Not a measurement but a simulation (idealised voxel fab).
The process module presented herein is designated voxel wiring stack.
For reference, the cross-section in this document is cut, with width 260 nm and square cells of 5 nm.
Heads up, the way a cross-section reads in here is a grid of square cells, handed over as bands from the top down, with every band being one or more rows of cells. The entry gives the band's vertical extent as a top height and a bottom height in nm, then its horizontal make-up as materials from left to right, each with a width in nm. "air" stands for empty space; a single material marked "edge to edge" fills the band edge to edge. Where do heights start? At 0: under that level the wafer as delivered is made of one material only. And the lowest band has no floor; it just carries on downward, as in "0 down". Think of "30..40" as a width that walks from the first number to the second as you go down the band, top row to bottom row, taking equal-sized steps from row to row. No cell of the cross-section changed in a step that is given as "nothing changed". So "Fully closed voids" is basically the list of trapped voids: any empty space of 8 cells or more that can't reach the top through an opening. They're written width x height at distance, the distance being from the left edge, and it's all nm. Where a step's line continues beyond its settings, the continuation is a remark by the simulator itself on that step. overlay nm, on a step with a mask: how far to the right of its planned place the mask lay; to the left if negative. In what follows, pairs of cross-sections are presented, each taken before and after one process step, with the after cross-section shown only down to the lowest band that was altered; the step, together with its settings, is stated below the pair. The pairs may stem from different runs of this module on the same starting wafer; accordingly, a pair should be taken as continuing from the one above it solely where its entry headed "State before step" indicates as much.
### State before step
	110 to 80  SiO2 edge to edge
	80 to 75  SiCN edge to edge
	75 to 65  lowk 95 nm, then TiN 5 nm, then Cu 10 nm, then TiN 5 nm, then lowk 30 nm, then TiN 5 nm, then Cu 10 nm, then TiN 5 nm, then lowk 95 nm
	65 to 60  lowk 95 nm, then TiN 5 nm, then Cu 5 nm, then TiN 10 nm, then lowk 30 nm, then TiN 20 nm, then lowk 95 nm
	60 to 50  lowk 95 nm, then TiN 5 nm, then Cu 5 nm, then TiN 5 nm, then lowk 150 nm
	50 to 45  SiCN 95 nm, then TiN 15 nm, then SiCN 150 nm
	45 to 40  lowk edge to edge
	40 to 15  lowk 95 nm, then Ru 20 nm, then lowk 30 nm, then Ru 20 nm, then lowk 95 nm
	15 to 0  SiO2 edge to edge
	0 down  Si edge to edge
	Fully closed voids: none
### Post-Step Section View
	125 to 110  aC edge to edge
	below 110: unchanged
	Fully closed voids: none
As a process note, the step between the before and after cross-sections shown above is DIRECTIONAL_DEP | material aC | thk nm 15
State before step: it's just the after picture from the pair right above this one.
### Post-Step Section View
	160 to 125  resist 95 nm, then air 15 nm, then resist 150 nm
	below 125: unchanged
	Fully closed voids: none
As a process note, the step between the before and after cross-sections shown above is PATTERN | tone open | mask id METAL_3_HOLES | material resist | width nm 15 | thk nm 35 | overlay nm 0
State before step: it's just the after picture from the pair right above this one.
### Post-Step Section View
	145 to 125  resist 95 nm, then air 15 nm, then resist 150 nm
	125 to 110  aC 95 nm, then air 15 nm, then aC 150 nm
	below 110: unchanged
	Fully closed voids: none
As a process note, the step between the before and after cross-sections shown above is DIRECTIONAL_ETCH | etch materials aC | depth nm 15
State before step: it's just the after picture from the pair right above this one.
### Post-Step Section View
	125 to 110  aC 95 nm, then air 15 nm, then aC 150 nm
	below 110: unchanged
	Fully closed voids: none
As a process note, the step between the before and after cross-sections shown above is STRIP | etch materials resist
State before step: it's just the after picture from the pair right above this one.
### Post-Step Section View
	125 to 110  aC 95 nm, then air 15 nm, then aC 150 nm
	110 to 80  SiO2 95 nm, then air 15 nm, then SiO2 150 nm
	below 80: unchanged
	Fully closed voids: none
As a process note, the step between the before and after cross-sections shown above is DIRECTIONAL_ETCH | etch materials SiO2 | depth nm 30
State before step: it's just the after picture from the pair right above this one.
### Post-Step Section View
	110 to 80  SiO2 95 nm, then air 15 nm, then SiO2 150 nm
	below 80: unchanged
	Fully closed voids: none
As a process note, the step between the before and after cross-sections shown above is STRIP | etch materials aC
State before step: it's just the after picture from the pair right above this one.
### Post-Step Section View
	120 to 110  aC 95 nm, then air 15 nm, then aC 150 nm
	110 to 90  SiO2 95 nm, then air 15 nm, then SiO2 150 nm
	90 to 80  SiO2 95 nm, then aC 15 nm, then SiO2 150 nm
	below 80: unchanged
	Fully closed voids: none
As a process note, the step between the before and after cross-sections shown above is DIRECTIONAL_DEP | material aC | thk nm 10
State before step: it's just the after picture from the pair right above this one.
### Post-Step Section View
	150 to 120  resist 95 nm, then air 20 nm, then resist 30 nm, then air 20 nm, then resist 95 nm
	below 120: unchanged
	Fully closed voids: none
As a process note, the step between the before and after cross-sections shown above is PATTERN | tone open | mask id METAL_3 | material resist | width nm 20 | pitch nm 50 | thk nm 30 | overlay nm 0
State before step: it's just the after picture from the pair right above this one.
### Post-Step Section View
	140 to 120  resist 95 nm, then air 20 nm, then resist 30 nm, then air 20 nm, then resist 95 nm
	120 to 110  aC 95 nm, then air 20 nm, then aC 30 nm, then air 20 nm, then aC 95 nm
	110 to 80  SiO2 95 nm, then air 15 nm, then SiO2 150 nm
	below 80: unchanged
	Fully closed voids: none
As a process note, the step between the before and after cross-sections shown above is DIRECTIONAL_ETCH | etch materials aC | depth nm 10
State before step: it's just the after picture from the pair right above this one.
### Post-Step Section View
	120 to 110  aC 95 nm, then air 20 nm, then aC 30 nm, then air 20 nm, then aC 95 nm
	below 110: unchanged
	Fully closed voids: none
As a process note, the step between the before and after cross-sections shown above is STRIP | etch materials resist
State before step: it's just the after picture from the pair right above this one.
### Post-Step Section View
	120 to 110  aC 95 nm, then air 20 nm, then aC 30 nm, then air 20 nm, then aC 95 nm
	110 to 95  SiO2 95 nm, then air 20 nm, then SiO2 30 nm, then air 20 nm, then SiO2 95 nm
	below 95: unchanged
	Fully closed voids: none
As a process note, the step between the before and after cross-sections shown above is DIRECTIONAL_ETCH | etch materials SiO2 | depth nm 15
State before step: it's just the after picture from the pair right above this one.
### Post-Step Section View
	120 to 110  aC 95 nm, then air 20 nm, then aC 30 nm, then air 20 nm, then aC 95 nm
	110 to 95  SiO2 95 nm, then air 20 nm, then SiO2 30 nm, then air 20 nm, then SiO2 95 nm
	95 to 80  SiO2 95 nm, then air 15 nm, then SiO2 150 nm
	80 to 75  SiCN 95 nm, then air 15 nm, then SiCN 150 nm
	below 75: unchanged
	Fully closed voids: none
As a process note, the step between the before and after cross-sections shown above is DIRECTIONAL_ETCH | etch materials SiCN | depth nm 5
State before step: it's just the after picture from the pair right above this one.
### Post-Step Section View
	110 to 95  SiO2 95 nm, then air 20 nm, then SiO2 30 nm, then air 20 nm, then SiO2 95 nm
	below 95: unchanged
	Fully closed voids: none
As a process note, the step between the before and after cross-sections shown above is STRIP | etch materials aC
State before step: it's just the after picture from the pair right above this one.
### Post-Step Section View
	115 to 110  TiN 100 nm, then air 10 nm, then TiN 40 nm, then air 10 nm, then TiN 100 nm
	110 to 100  SiO2 95 nm, then TiN 5 nm, then air 10 nm, then TiN 5 nm, then SiO2 30 nm, then TiN 5 nm, then air 10 nm, then TiN 5 nm, then SiO2 95 nm
	100 to 95  SiO2 95 nm, then TiN 5 nm, then air 5 nm, then TiN 10 nm, then SiO2 30 nm, then TiN 20 nm, then SiO2 95 nm
	95 to 80  SiO2 95 nm, then TiN 5 nm, then air 5 nm, then TiN 5 nm, then SiO2 150 nm
	80 to 75  SiCN 95 nm, then TiN 15 nm, then SiCN 150 nm
	below 75: unchanged
	Fully closed voids: none
As a process note, the step between the before and after cross-sections shown above is CONFORMAL_DEP | material TiN | thk nm 5
State before step: it's just the after picture from the pair right above this one.
### Post-Step Section View
	125 to 115  Cu edge to edge
	115 to 110  TiN 100 nm, then Cu 10 nm, then TiN 40 nm, then Cu 10 nm, then TiN 100 nm
	110 to 100  SiO2 95 nm, then TiN 5 nm, then Cu 10 nm, then TiN 5 nm, then SiO2 30 nm, then TiN 5 nm, then Cu 10 nm, then TiN 5 nm, then SiO2 95 nm
	100 to 95  SiO2 95 nm, then TiN 5 nm, then Cu 5 nm, then TiN 10 nm, then SiO2 30 nm, then TiN 20 nm, then SiO2 95 nm
	95 to 80  SiO2 95 nm, then TiN 5 nm, then Cu 5 nm, then TiN 5 nm, then SiO2 150 nm
	below 80: unchanged
	Fully closed voids: none
As a process note, the step between the before and after cross-sections shown above is FILL_DEP | material Cu | thk nm 10
State before step: it's just the after picture from the pair right above this one.
### Post-Step Section View
	110 to 100  SiO2 95 nm, then TiN 5 nm, then Cu 10 nm, then TiN 5 nm, then SiO2 30 nm, then TiN 5 nm, then Cu 10 nm, then TiN 5 nm, then SiO2 95 nm
	below 100: unchanged
	Fully closed voids: none
As a process note, the step between the before and after cross-sections shown above is CMP | height nm 110
State before step: it's just the after picture from the pair right above this one.
### Post-Step Section View
	115 to 110  SiCN edge to edge
	below 110: unchanged
	Fully closed voids: none
As a process note, the step between the before and after cross-sections shown above is CONFORMAL_DEP | material SiCN | thk nm 5
State before step: it's just the after picture from the pair right above this one.
### Post-Step Section View
	130 to 115  lowk edge to edge
	below 115: unchanged
	Fully closed voids: none
As a process note, the step between the before and after cross-sections shown above is DIRECTIONAL_DEP | material lowk | thk nm 15
State before step: it's just the after picture from the pair right above this one.
### Post-Step Section View
	130 to 115  lowk 95 nm, then air 15 nm, then lowk 150 nm
	below 115: unchanged
	Fully closed voids: none
As a process note, the step between the before and after cross-sections shown above is MASKED_ETCH | tone open | mask id PLUG_3 | width nm 15 | etch materials lowk | depth nm 15 | overlay nm 0
State before step: it's just the after picture from the pair right above this one.
### Post-Step Section View
	130 to 115  lowk 95 nm, then air 15 nm, then lowk 150 nm
	115 to 110  SiCN 95 nm, then air 15 nm, then SiCN 150 nm
	below 110: unchanged
	Fully closed voids: none
As a process note, the step between the before and after cross-sections shown above is MASKED_ETCH | tone open | mask id PLUG_3 | width nm 15 | etch materials SiCN | depth nm 5 | overlay nm 0
State before step: it's just the after picture from the pair right above this one.
### Post-Step Section View
	130 to 120  lowk 95 nm, then air 15 nm, then lowk 150 nm
	120 to 115  lowk 95 nm, then Ru 15 nm, then lowk 150 nm
	115 to 110  SiCN 95 nm, then Ru 15 nm, then SiCN 150 nm
	below 110: unchanged
	Fully closed voids: none
As a process note, the step between the before and after cross-sections shown above is EPI | material Ru | thk nm 10
State before step: it's just the after picture from the pair right above this one.
### Post-Step Section View
	130 to 115  lowk 95 nm, then Ru 15 nm, then lowk 150 nm
	below 115: unchanged
	Fully closed voids: none
As a process note, the step between the before and after cross-sections shown above is EPI | material Ru | thk nm 10
State before step: it's just the after picture from the pair right above this one.
### Post-Step Section View
	135 to 130  TiN edge to edge
	below 130: unchanged
	Fully closed voids: none
As a process note, the step between the before and after cross-sections shown above is DIRECTIONAL_DEP | material TiN | thk nm 5
State before step: it's just the after picture from the pair right above this one.
### Post-Step Section View
	150 to 135  Ru edge to edge
	below 135: unchanged
	Fully closed voids: none
As a process note, the step between the before and after cross-sections shown above is DIRECTIONAL_DEP | material Ru | thk nm 15
State before step: it's just the after picture from the pair right above this one.
### Post-Step Section View
	165 to 150  aC edge to edge
	below 150: unchanged
	Fully closed voids: none
As a process note, the step between the before and after cross-sections shown above is DIRECTIONAL_DEP | material aC | thk nm 15
State before step: it's just the after picture from the pair right above this one.
### Post-Step Section View
	200 to 165  air 95 nm, then resist 20 nm, then air 30 nm, then resist 20 nm, then air 95 nm
	below 165: unchanged
	Fully closed voids: none
As a process note, the step between the before and after cross-sections shown above is PATTERN | tone cover | mask id METAL_4 | material resist | width nm 20 | pitch nm 50 | thk nm 35 | overlay nm 0
State before step: it's just the after picture from the pair right above this one.
### Post-Step Section View
	185 to 165  air 95 nm, then resist 20 nm, then air 30 nm, then resist 20 nm, then air 95 nm
	165 to 150  air 95 nm, then aC 20 nm, then air 30 nm, then aC 20 nm, then air 95 nm
	below 150: unchanged
	Fully closed voids: none
As a process note, the step between the before and after cross-sections shown above is DIRECTIONAL_ETCH | etch materials aC | depth nm 15
State before step: it's just the after picture from the pair right above this one.
### Post-Step Section View
	165 to 150  air 95 nm, then aC 20 nm, then air 30 nm, then aC 20 nm, then air 95 nm
	below 150: unchanged
	Fully closed voids: none
As a process note, the step between the before and after cross-sections shown above is STRIP | etch materials resist
State before step: it's just the after picture from the pair right above this one.
### Post-Step Section View
	165 to 150  air 95 nm, then aC 20 nm, then air 30 nm, then aC 20 nm, then air 95 nm
	150 to 135  air 95 nm, then Ru 20 nm, then air 30 nm, then Ru 20 nm, then air 95 nm
	below 135: unchanged
	Fully closed voids: none
As a process note, the step between the before and after cross-sections shown above is DIRECTIONAL_ETCH | etch materials Ru | depth nm 15
State before step: it's just the after picture from the pair right above this one.
### Post-Step Section View
	165 to 150  air 95 nm, then aC 20 nm, then air 30 nm, then aC 20 nm, then air 95 nm
	150 to 135  air 95 nm, then Ru 20 nm, then air 30 nm, then Ru 20 nm, then air 95 nm
	135 to 130  air 95 nm, then TiN 20 nm, then air 30 nm, then TiN 20 nm, then air 95 nm
	below 130: unchanged
	Fully closed voids: none
As a process note, the step between the before and after cross-sections shown above is DIRECTIONAL_ETCH | etch materials TiN | depth nm 5
State before step: it's just the after picture from the pair right above this one.
### Post-Step Section View
	150 to 135  air 95 nm, then Ru 20 nm, then air 30 nm, then Ru 20 nm, then air 95 nm
	below 135: unchanged
	Fully closed voids: none
As a process note, the step between the before and after cross-sections shown above is STRIP | etch materials aC
State before step: it's just the after picture from the pair right above this one.
### Post-Step Section View
	155 to 150  lowk edge to edge
	150 to 135  lowk 95 nm, then Ru 20 nm, then lowk 30 nm, then Ru 20 nm, then lowk 95 nm
	135 to 130  lowk 95 nm, then TiN 20 nm, then lowk 30 nm, then TiN 20 nm, then lowk 95 nm
	below 130: unchanged
	Fully closed voids: none
As a process note, the step between the before and after cross-sections shown above is FILL_DEP | material lowk | thk nm 5
State before step: it's just the after picture from the pair right above this one.
### Post-Step Section View
	150 to 135  lowk 95 nm, then Ru 20 nm, then lowk 30 nm, then Ru 20 nm, then lowk 95 nm
	below 135: unchanged
	Fully closed voids: none
As a process note, the step between the before and after cross-sections shown above is CMP | height nm 150
State before step: it's just the after picture from the pair right above this one.
### Post-Step Section View
	155 to 150  SiN edge to edge
	below 150: unchanged
	Fully closed voids: none
As a process note, the step between the before and after cross-sections shown above is CONFORMAL_DEP | material SiN | thk nm 5
### State before step
	15 to 0  SiO2 edge to edge
	0 down  Si edge to edge
	Fully closed voids: none
### Post-Step Section View
	30 to 0  SiO2 edge to edge
	below 0: unchanged
	Fully closed voids: none
As a process note, the step between the before and after cross-sections shown above is CONFORMAL_DEP | material SiO2 | thk nm 15
State before step: it's just the after picture from the pair right above this one.
### Post-Step Section View
	35 to 30  TiN edge to edge
	below 30: unchanged
	Fully closed voids: none
As a process note, the step between the before and after cross-sections shown above is DIRECTIONAL_DEP | material TiN | thk nm 5
State before step: it's just the after picture from the pair right above this one.
### Post-Step Section View
	60 to 35  Ru edge to edge
	below 35: unchanged
	Fully closed voids: none
As a process note, the step between the before and after cross-sections shown above is DIRECTIONAL_DEP | material Ru | thk nm 25
State before step: it's just the after picture from the pair right above this one.
### Post-Step Section View
	80 to 60  air 95 nm, then resist 20 nm, then air 30 nm, then resist 20 nm, then air 95 nm
	below 60: unchanged
	Fully closed voids: none
As a process note, the step between the before and after cross-sections shown above is PATTERN | tone cover | mask id METAL_1 | material resist | width nm 20 | pitch nm 50 | thk nm 20 | overlay nm 0
State before step: it's just the after picture from the pair right above this one.
### Post-Step Section View
	80 to 60  air 95 nm, then resist 20 nm, then air 30 nm, then resist 20 nm, then air 95 nm
	60 to 35  air 95 nm, then Ru 20 nm, then air 30 nm, then Ru 20 nm, then air 95 nm
	below 35: unchanged
	Fully closed voids: none
As a process note, the step between the before and after cross-sections shown above is DIRECTIONAL_ETCH | etch materials Ru | depth nm 25
State before step: it's just the after picture from the pair right above this one.
### Post-Step Section View
	80 to 60  air 95 nm, then resist 20 nm, then air 30 nm, then resist 20 nm, then air 95 nm
	60 to 35  air 95 nm, then Ru 20 nm, then air 30 nm, then Ru 20 nm, then air 95 nm
	35 to 30  air 95 nm, then TiN 20 nm, then air 30 nm, then TiN 20 nm, then air 95 nm
	below 30: unchanged
	Fully closed voids: none
As a process note, the step between the before and after cross-sections shown above is DIRECTIONAL_ETCH | etch materials TiN | depth nm 5
State before step: it's just the after picture from the pair right above this one.
### Post-Step Section View
	60 to 35  air 95 nm, then Ru 20 nm, then air 30 nm, then Ru 20 nm, then air 95 nm
	below 35: unchanged
	Fully closed voids: none
As a process note, the step between the before and after cross-sections shown above is STRIP | etch materials resist
State before step: it's just the after picture from the pair right above this one.
### Post-Step Section View
	70 to 60  lowk edge to edge
	60 to 35  lowk 95 nm, then Ru 20 nm, then lowk 30 nm, then Ru 20 nm, then lowk 95 nm
	35 to 30  lowk 95 nm, then TiN 20 nm, then lowk 30 nm, then TiN 20 nm, then lowk 95 nm
	below 30: unchanged
	Fully closed voids: none
As a process note, the step between the before and after cross-sections shown above is FILL_DEP | material lowk | thk nm 10
State before step: it's just the after picture from the pair right above this one.
### Post-Step Section View
	45 to 35  lowk 95 nm, then Ru 20 nm, then lowk 30 nm, then Ru 20 nm, then lowk 95 nm
	below 35: unchanged
	Fully closed voids: none
As a process note, the step between the before and after cross-sections shown above is CMP | height nm 45
State before step: it's just the after picture from the pair right above this one.
### Post-Step Section View
	50 to 45  SiCN edge to edge
	below 45: unchanged
	Fully closed voids: none
As a process note, the step between the before and after cross-sections shown above is CONFORMAL_DEP | material SiCN | thk nm 5
State before step: it's just the after picture from the pair right above this one.
### Post-Step Section View
	75 to 50  lowk edge to edge
	below 50: unchanged
	Fully closed voids: none
As a process note, the step between the before and after cross-sections shown above is DIRECTIONAL_DEP | material lowk | thk nm 25
State before step: it's just the after picture from the pair right above this one.
### Post-Step Section View
	90 to 75  aC edge to edge
	below 75: unchanged
	Fully closed voids: none
As a process note, the step between the before and after cross-sections shown above is DIRECTIONAL_DEP | material aC | thk nm 15
State before step: it's just the after picture from the pair right above this one.
### Post-Step Section View
	125 to 90  resist 95 nm, then air 15 nm, then resist 150 nm
	below 90: unchanged
	Fully closed voids: none
As a process note, the step between the before and after cross-sections shown above is PATTERN | tone open | mask id METAL_2_HOLES | material resist | width nm 15 | thk nm 35 | overlay nm 0
State before step: it's just the after picture from the pair right above this one.
### Post-Step Section View
	110 to 90  resist 95 nm, then air 15 nm, then resist 150 nm
	90 to 75  aC 95 nm, then air 15 nm, then aC 150 nm
	below 75: unchanged
	Fully closed voids: none
As a process note, the step between the before and after cross-sections shown above is DIRECTIONAL_ETCH | etch materials aC | depth nm 15
State before step: it's just the after picture from the pair right above this one.
### Post-Step Section View
	90 to 75  aC 95 nm, then air 15 nm, then aC 150 nm
	below 75: unchanged
	Fully closed voids: none
As a process note, the step between the before and after cross-sections shown above is STRIP | etch materials resist
State before step: it's just the after picture from the pair right above this one.
### Post-Step Section View
	90 to 75  aC 95 nm, then air 15 nm, then aC 150 nm
	75 to 50  lowk 95 nm, then air 15 nm, then lowk 150 nm
	below 50: unchanged
	Fully closed voids: none
As a process note, the step between the before and after cross-sections shown above is DIRECTIONAL_ETCH | etch materials lowk | depth nm 25
State before step: it's just the after picture from the pair right above this one.
### Post-Step Section View
	75 to 50  lowk 95 nm, then air 15 nm, then lowk 150 nm
	below 50: unchanged
	Fully closed voids: none
As a process note, the step between the before and after cross-sections shown above is STRIP | etch materials aC
State before step: it's just the after picture from the pair right above this one.
### Post-Step Section View
	90 to 75  resist 95 nm, then air 20 nm, then resist 30 nm, then air 20 nm, then resist 95 nm
	below 75: unchanged
	Fully closed voids: none
As a process note, the step between the before and after cross-sections shown above is PATTERN | tone open | mask id METAL_2 | material resist | width nm 20 | pitch nm 50 | thk nm 15 | overlay nm 0
State before step: it's just the after picture from the pair right above this one.
### Post-Step Section View
	90 to 75  resist 95 nm, then air 20 nm, then resist 30 nm, then air 20 nm, then resist 95 nm
	75 to 60  lowk 95 nm, then air 20 nm, then lowk 30 nm, then air 20 nm, then lowk 95 nm
	below 60: unchanged
	Fully closed voids: none
As a process note, the step between the before and after cross-sections shown above is DIRECTIONAL_ETCH | etch materials lowk | depth nm 15
State before step: it's just the after picture from the pair right above this one.
### Post-Step Section View
	90 to 75  resist 95 nm, then air 20 nm, then resist 30 nm, then air 20 nm, then resist 95 nm
	75 to 60  lowk 95 nm, then air 20 nm, then lowk 30 nm, then air 20 nm, then lowk 95 nm
	60 to 50  lowk 95 nm, then air 15 nm, then lowk 150 nm
	50 to 45  SiCN 95 nm, then air 15 nm, then SiCN 150 nm
	below 45: unchanged
	Fully closed voids: none
As a process note, the step between the before and after cross-sections shown above is DIRECTIONAL_ETCH | etch materials SiCN | depth nm 5
State before step: it's just the after picture from the pair right above this one.
### Post-Step Section View
	75 to 60  lowk 95 nm, then air 20 nm, then lowk 30 nm, then air 20 nm, then lowk 95 nm
	below 60: unchanged
	Fully closed voids: none
As a process note, the step between the before and after cross-sections shown above is STRIP | etch materials resist
State before step: it's just the after picture from the pair right above this one.
### Post-Step Section View
	80 to 75  TiN 100 nm, then air 10 nm, then TiN 40 nm, then air 10 nm, then TiN 100 nm
	75 to 65  lowk 95 nm, then TiN 5 nm, then air 10 nm, then TiN 5 nm, then lowk 30 nm, then TiN 5 nm, then air 10 nm, then TiN 5 nm, then lowk 95 nm
	65 to 60  lowk 95 nm, then TiN 5 nm, then air 5 nm, then TiN 10 nm, then lowk 30 nm, then TiN 20 nm, then lowk 95 nm
	60 to 50  lowk 95 nm, then TiN 5 nm, then air 5 nm, then TiN 5 nm, then lowk 150 nm
	50 to 45  SiCN 95 nm, then TiN 15 nm, then SiCN 150 nm
	below 45: unchanged
	Fully closed voids: none
As a process note, the step between the before and after cross-sections shown above is CONFORMAL_DEP | material TiN | thk nm 5
State before step: it's just the after picture from the pair right above this one.
### Post-Step Section View
	85 to 80  Cu edge to edge
	80 to 75  TiN 100 nm, then Cu 10 nm, then TiN 40 nm, then Cu 10 nm, then TiN 100 nm
	75 to 65  lowk 95 nm, then TiN 5 nm, then Cu 10 nm, then TiN 5 nm, then lowk 30 nm, then TiN 5 nm, then Cu 10 nm, then TiN 5 nm, then lowk 95 nm
	65 to 60  lowk 95 nm, then TiN 5 nm, then Cu 5 nm, then TiN 10 nm, then lowk 30 nm, then TiN 20 nm, then lowk 95 nm
	60 to 50  lowk 95 nm, then TiN 5 nm, then Cu 5 nm, then TiN 5 nm, then lowk 150 nm
	below 50: unchanged
	Fully closed voids: none
As a process note, the step between the before and after cross-sections shown above is FILL_DEP | material Cu | thk nm 5
State before step: it's just the after picture from the pair right above this one.
### Post-Step Section View
	75 to 65  lowk 95 nm, then TiN 5 nm, then Cu 10 nm, then TiN 5 nm, then lowk 30 nm, then TiN 5 nm, then Cu 10 nm, then TiN 5 nm, then lowk 95 nm
	below 65: unchanged
	Fully closed voids: none
As a process note, the step between the before and after cross-sections shown above is CMP | height nm 75
State before step: it's just the after picture from the pair right above this one.
### Post-Step Section View
	80 to 75  SiCN edge to edge
	below 75: unchanged
	Fully closed voids: none
As a process note, the step between the before and after cross-sections shown above is CONFORMAL_DEP | material SiCN | thk nm 5
State before step: it's just the after picture from the pair right above this one.
### Post-Step Section View
	110 to 80  SiO2 edge to edge
	below 80: unchanged
	Fully closed voids: none
As a process note, the step between the before and after cross-sections shown above is DIRECTIONAL_DEP | material SiO2 | thk nm 30
State before step: it's just the after picture from the pair right above this one.
### Post-Step Section View
	125 to 110  aC edge to edge
	below 110: unchanged
	Fully closed voids: none
As a process note, the step between the before and after cross-sections shown above is DIRECTIONAL_DEP | material aC | thk nm 15
State before step: it's just the after picture from the pair right above this one.
### Post-Step Section View
	160 to 125  resist 95 nm, then air 15 nm, then resist 150 nm
	below 125: unchanged
	Fully closed voids: none
As a process note, the step between the before and after cross-sections shown above is PATTERN | tone open | mask id METAL_3_HOLES | material resist | width nm 15 | thk nm 35 | overlay nm 0
State before step: it's just the after picture from the pair right above this one.
### Post-Step Section View
	145 to 125  resist 95 nm, then air 15 nm, then resist 150 nm
	125 to 110  aC 95 nm, then air 15 nm, then aC 150 nm
	below 110: unchanged
	Fully closed voids: none
As a process note, the step between the before and after cross-sections shown above is DIRECTIONAL_ETCH | etch materials aC | depth nm 15
State before step: it's just the after picture from the pair right above this one.
### Post-Step Section View
	125 to 110  aC 95 nm, then air 15 nm, then aC 150 nm
	below 110: unchanged
	Fully closed voids: none
As a process note, the step between the before and after cross-sections shown above is STRIP | etch materials resist
State before step: it's just the after picture from the pair right above this one.
### Post-Step Section View
	125 to 110  aC 95 nm, then air 15 nm, then aC 150 nm
	110 to 80  SiO2 95 nm, then air 15 nm, then SiO2 150 nm
	below 80: unchanged
	Fully closed voids: none
As a process note, the step between the before and after cross-sections shown above is DIRECTIONAL_ETCH | etch materials SiO2 | depth nm 30
State before step: it's just the after picture from the pair right above this one.
### Post-Step Section View
	110 to 80  SiO2 95 nm, then air 15 nm, then SiO2 150 nm
	below 80: unchanged
	Fully closed voids: none
As a process note, the step between the before and after cross-sections shown above is STRIP | etch materials aC
State before step: it's just the after picture from the pair right above this one.
### Post-Step Section View
	120 to 110  aC 95 nm, then air 15 nm, then aC 150 nm
	110 to 90  SiO2 95 nm, then air 15 nm, then SiO2 150 nm
	90 to 80  SiO2 95 nm, then aC 15 nm, then SiO2 150 nm
	below 80: unchanged
	Fully closed voids: none
As a process note, the step between the before and after cross-sections shown above is DIRECTIONAL_DEP | material aC | thk nm 10
State before step: it's just the after picture from the pair right above this one.
### Post-Step Section View
	150 to 120  resist 95 nm, then air 20 nm, then resist 30 nm, then air 20 nm, then resist 95 nm
	below 120: unchanged
	Fully closed voids: none
As a process note, the step between the before and after cross-sections shown above is PATTERN | tone open | mask id METAL_3 | material resist | width nm 20 | pitch nm 50 | thk nm 30 | overlay nm 0
State before step: it's just the after picture from the pair right above this one.
### Post-Step Section View
	140 to 120  resist 95 nm, then air 20 nm, then resist 30 nm, then air 20 nm, then resist 95 nm
	120 to 110  aC 95 nm, then air 20 nm, then aC 30 nm, then air 20 nm, then aC 95 nm
	110 to 80  SiO2 95 nm, then air 15 nm, then SiO2 150 nm
	below 80: unchanged
	Fully closed voids: none
As a process note, the step between the before and after cross-sections shown above is DIRECTIONAL_ETCH | etch materials aC | depth nm 10
State before step: it's just the after picture from the pair right above this one.
### Post-Step Section View
	120 to 110  aC 95 nm, then air 20 nm, then aC 30 nm, then air 20 nm, then aC 95 nm
	below 110: unchanged
	Fully closed voids: none
As a process note, the step between the before and after cross-sections shown above is STRIP | etch materials resist
State before step: it's just the after picture from the pair right above this one.
### Post-Step Section View
	120 to 110  aC 95 nm, then air 20 nm, then aC 30 nm, then air 20 nm, then aC 95 nm
	110 to 95  SiO2 95 nm, then air 20 nm, then SiO2 30 nm, then air 20 nm, then SiO2 95 nm
	below 95: unchanged
	Fully closed voids: none
As a process note, the step between the before and after cross-sections shown above is DIRECTIONAL_ETCH | etch materials SiO2 | depth nm 15
State before step: it's just the after picture from the pair right above this one.
### Post-Step Section View
	120 to 110  aC 95 nm, then air 20 nm, then aC 30 nm, then air 20 nm, then aC 95 nm
	110 to 95  SiO2 95 nm, then air 20 nm, then SiO2 30 nm, then air 20 nm, then SiO2 95 nm
	95 to 80  SiO2 95 nm, then air 15 nm, then SiO2 150 nm
	80 to 75  SiCN 95 nm, then air 15 nm, then SiCN 150 nm
	below 75: unchanged
	Fully closed voids: none
As a process note, the step between the before and after cross-sections shown above is DIRECTIONAL_ETCH | etch materials SiCN | depth nm 5
State before step: it's just the after picture from the pair right above this one.
### Post-Step Section View
	110 to 95  SiO2 95 nm, then air 20 nm, then SiO2 30 nm, then air 20 nm, then SiO2 95 nm
	below 95: unchanged
	Fully closed voids: none
As a process note, the step between the before and after cross-sections shown above is STRIP | etch materials aC
State before step: it's just the after picture from the pair right above this one.
### Post-Step Section View
	115 to 110  TiN 100 nm, then air 10 nm, then TiN 40 nm, then air 10 nm, then TiN 100 nm
	110 to 100  SiO2 95 nm, then TiN 5 nm, then air 10 nm, then TiN 5 nm, then SiO2 30 nm, then TiN 5 nm, then air 10 nm, then TiN 5 nm, then SiO2 95 nm
	100 to 95  SiO2 95 nm, then TiN 5 nm, then air 5 nm, then TiN 10 nm, then SiO2 30 nm, then TiN 20 nm, then SiO2 95 nm
	95 to 80  SiO2 95 nm, then TiN 5 nm, then air 5 nm, then TiN 5 nm, then SiO2 150 nm
	80 to 75  SiCN 95 nm, then TiN 15 nm, then SiCN 150 nm
	below 75: unchanged
	Fully closed voids: none
As a process note, the step between the before and after cross-sections shown above is CONFORMAL_DEP | material TiN | thk nm 5
State before step: it's just the after picture from the pair right above this one.
### Post-Step Section View
	125 to 115  Cu edge to edge
	115 to 110  TiN 100 nm, then Cu 10 nm, then TiN 40 nm, then Cu 10 nm, then TiN 100 nm
	110 to 100  SiO2 95 nm, then TiN 5 nm, then Cu 10 nm, then TiN 5 nm, then SiO2 30 nm, then TiN 5 nm, then Cu 10 nm, then TiN 5 nm, then SiO2 95 nm
	100 to 95  SiO2 95 nm, then TiN 5 nm, then Cu 5 nm, then TiN 10 nm, then SiO2 30 nm, then TiN 20 nm, then SiO2 95 nm
	95 to 80  SiO2 95 nm, then TiN 5 nm, then Cu 5 nm, then TiN 5 nm, then SiO2 150 nm
	below 80: unchanged
	Fully closed voids: none
As a process note, the step between the before and after cross-sections shown above is FILL_DEP | material Cu | thk nm 10
State before step: it's just the after picture from the pair right above this one.
### Post-Step Section View
	110 to 100  SiO2 95 nm, then TiN 5 nm, then Cu 10 nm, then TiN 5 nm, then SiO2 30 nm, then TiN 5 nm, then Cu 10 nm, then TiN 5 nm, then SiO2 95 nm
	below 100: unchanged
	Fully closed voids: none
As a process note, the step between the before and after cross-sections shown above is CMP | height nm 110
State before step: it's just the after picture from the pair right above this one.
### Post-Step Section View
	115 to 110  SiCN edge to edge
	below 110: unchanged
	Fully closed voids: none
As a process note, the step between the before and after cross-sections shown above is CONFORMAL_DEP | material SiCN | thk nm 5
State before step: it's just the after picture from the pair right above this one.
### Post-Step Section View
	130 to 115  lowk edge to edge
	below 115: unchanged
	Fully closed voids: none
As a process note, the step between the before and after cross-sections shown above is DIRECTIONAL_DEP | material lowk | thk nm 15
State before step: it's just the after picture from the pair right above this one.
### Post-Step Section View
	130 to 115  lowk 95 nm, then air 15 nm, then lowk 150 nm
	below 115: unchanged
	Fully closed voids: none
As a process note, the step between the before and after cross-sections shown above is MASKED_ETCH | tone open | mask id PLUG_3 | width nm 15 | etch materials lowk | depth nm 15 | overlay nm 0
